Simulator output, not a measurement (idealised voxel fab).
This is a process module. Its name is voxel air gaps.
It is cross-section cut that appears here, measuring 195 nm in width, its square cells being 5 nm in size.
This document writes a cross-section as a grid whose cells are square, and gives it as bands, listed from the top down; one or more rows of cells form a band. Band: top height; bottom height; in nm. Then, left to right: material with width in nm, for each material. "everywhere": a single material spanning edge to edge. "air": empty space. Note: height 0 marks the level under which the wafer is uniformly one material as received. Lowest band unbounded below, written "from 0 down". The two numbers in a width such as "30 to 40" mark its ends across the band: the first belongs to the top row of cells, the second to the bottom row, and from each row to the next the width moves by the same amount. Take "all unchanged" at face value: in the step it is given for, the cross-section changed in none of its cells. "Enclosed empty spaces" contains a list of empty spaces, each no smaller than 8 cells and without an open way to the top, written in the form width x height at distance with the distance from the left edge and all three in nm. On each step's line, the part that comes after the settings is the simulator's own comment on the step. overlay nm: right-of-plan distance of the mask on a masked step; negative values mean left-of-plan.

Listed below are the process steps as planned:
| 1 | op RECEIVE | material Si |
| 2 | op CONFORMAL_DEP | material SiO2 | thk nm 10 |
| 3 | op CONFORMAL_DEP | material SiN | thk nm 5 |
| 4 | op DIRECTIONAL_DEP | material SiO2 | thk nm 35 |
| 5 | op MASKED_ETCH | tone open | mask id LINES | width nm 15 | pitch nm 40 | etch materials SiO2 | depth nm 35 | overlay nm 0 |
| 6 | op CONFORMAL_DEP | material TiN | thk nm 5 |
| 7 | op FILL_DEP | material W | thk nm 10 |
| 8 | op CMP | height nm 50 |
| 9 | op EPI | material Ru | thk nm 10 |
| 10 | op SELECTIVE_ETCH | etch materials SiO2 | depth nm 45 |
| 11 | op CONFORMAL_DEP | material SiN | thk nm 5 |

First wafer, as planned:

So this is the incoming wafer in cross-section - it's already been through step 1:
  from 0 down = Si everywhere
  Enclosed empty spaces: none

Cross-sectional representation of the wafer at the conclusion of step 2:
  from 10 to 0 = SiO2 everywhere
  At heights below 0, the structure remains unaltered.

Cross-sectional representation of the wafer at the conclusion of step 3:
  from 15 to 10 = SiN everywhere
  At heights below 10, the structure remains unaltered.

Cross-sectional representation of the wafer at the conclusion of step 4:
  from 50 to 15 = SiO2 everywhere
  At heights below 15, the structure remains unaltered.

Cross-sectional representation of the wafer at the conclusion of step 5:
  from 50 to 15 = 50 SiO2 / 15 air / 25 SiO2 / 15 air / 25 SiO2 / 15 air / 50 SiO2
  At heights below 15, the structure remains unaltered.

Cross-sectional representation of the wafer at the conclusion of step 6:
  from 55 to 50 = 55 TiN / 5 air / 35 TiN / 5 air / 35 TiN / 5 air / 55 TiN
  from 50 to 20 = 50 SiO2 / 5 TiN / 5 air / 5 TiN / 25 SiO2 / 5 TiN / 5 air / 5 TiN / 25 SiO2 / 5 TiN / 5 air / 5 TiN / 50 SiO2
  from 20 to 15 = 50 SiO2 / 15 TiN / 25 SiO2 / 15 TiN / 25 SiO2 / 15 TiN / 50 SiO2
  At heights below 15, the structure remains unaltered.

Cross-sectional representation of the wafer at the conclusion of step 7:
  from 65 to 55 = W everywhere
  from 55 to 50 = 55 TiN / 5 W / 35 TiN / 5 W / 35 TiN / 5 W / 55 TiN
  from 50 to 20 = 50 SiO2 / 5 TiN / 5 W / 5 TiN / 25 SiO2 / 5 TiN / 5 W / 5 TiN / 25 SiO2 / 5 TiN / 5 W / 5 TiN / 50 SiO2
  At heights below 20, the structure remains unaltered.

Cross-sectional representation of the wafer at the conclusion of step 8:
  from 50 to 20 = 50 SiO2 / 5 TiN / 5 W / 5 TiN / 25 SiO2 / 5 TiN / 5 W / 5 TiN / 25 SiO2 / 5 TiN / 5 W / 5 TiN / 50 SiO2
  At heights below 20, the structure remains unaltered.

Cross-sectional representation of the wafer at the conclusion of step 9:
  from 60 to 50 = 40 air / 35 Ru / 5 air / 35 Ru / 5 air / 35 Ru / 40 air
  At heights below 50, the structure remains unaltered.

Cross-sectional representation of the wafer at the conclusion of step 10:
  from 60 to 50 = 40 air / 35 Ru / 5 air / 35 Ru / 5 air / 35 Ru / 40 air
  from 50 to 20 = 50 air / 5 TiN / 5 W / 5 TiN / 25 air / 5 TiN / 5 W / 5 TiN / 25 air / 5 TiN / 5 W / 5 TiN / 50 air
  from 20 to 15 = 50 air / 15 TiN / 25 air / 15 TiN / 25 air / 15 TiN / 50 air
  At heights below 15, the structure remains unaltered.

Cross-sectional representation of the wafer at the conclusion of step 11:
  from 65 to 60 = 35 air / 125 SiN / 35 air
  from 60 to 50 = 35 air / 5 SiN / 35 Ru / 5 SiN / 35 Ru / 5 SiN / 35 Ru / 5 SiN / 35 air
  from 50 to 45 = 35 air / 15 SiN / 5 TiN / 5 W / 5 TiN / 25 SiN / 5 TiN / 5 W / 5 TiN / 25 SiN / 5 TiN / 5 W / 5 TiN / 15 SiN / 35 air
  from 45 to 20 = 45 air / 5 SiN / 5 TiN / 5 W / 5 TiN / 5 SiN / 15 air / 5 SiN / 5 TiN / 5 W / 5 TiN / 5 SiN / 15 air / 5 SiN / 5 TiN / 5 W / 5 TiN / 5 SiN / 45 air
  from 20 to 15 = 50 SiN / 15 TiN / 25 SiN / 15 TiN / 25 SiN / 15 TiN / 50 SiN
  At heights below 15, the structure remains unaltered.
  Enclosed empty spaces: 15 x 25 at 70; 15 x 25 at 110

Second wafer: like start, like plan, one mistake. Through step 2 it matches the first wafer:

Look at the second wafer in cross-section at the time step 3 ought to have finished:
  from 45 to 0 = SiO2 everywhere
  At heights below 0, the structure remains unaltered.

Look at the second wafer in cross-section at the time step 4 ought to have finished:
  from 50 to 45 = SiN everywhere
  At heights below 45, the structure remains unaltered.

Look at the second wafer in cross-section at the time step 5 ought to have finished: all unchanged

Look at the second wafer in cross-section at the time step 6 ought to have finished:
  from 55 to 50 = TiN everywhere
  At heights below 50, the structure remains unaltered.

Look at the second wafer in cross-section at the time step 7 ought to have finished:
  from 65 to 55 = W everywhere
  At heights below 55, the structure remains unaltered.

Look at the second wafer in cross-section at the time step 8 ought to have finished:
  from 50 to 45 = SiN everywhere
  At heights below 45, the structure remains unaltered.

Look at the second wafer in cross-section at the time step 9 ought to have finished: all unchanged

Look at the second wafer in cross-section at the time step 10 ought to have finished: all unchanged

Look at the second wafer in cross-section at the time step 11 ought to have finished:
  from 55 to 45 = SiN everywhere
  At heights below 45, the structure remains unaltered.
Short version of what went wrong: steps 3 and 4: order swapped relative to plan
Heads up, by the end the second wafer has more or fewer cells of some materials compared to the first: Ru -42; SiN -70; SiO2 +273; TiN -45; W -18
On completion, 0 closed voids are found in the second wafer, whereas the first wafer has 2.
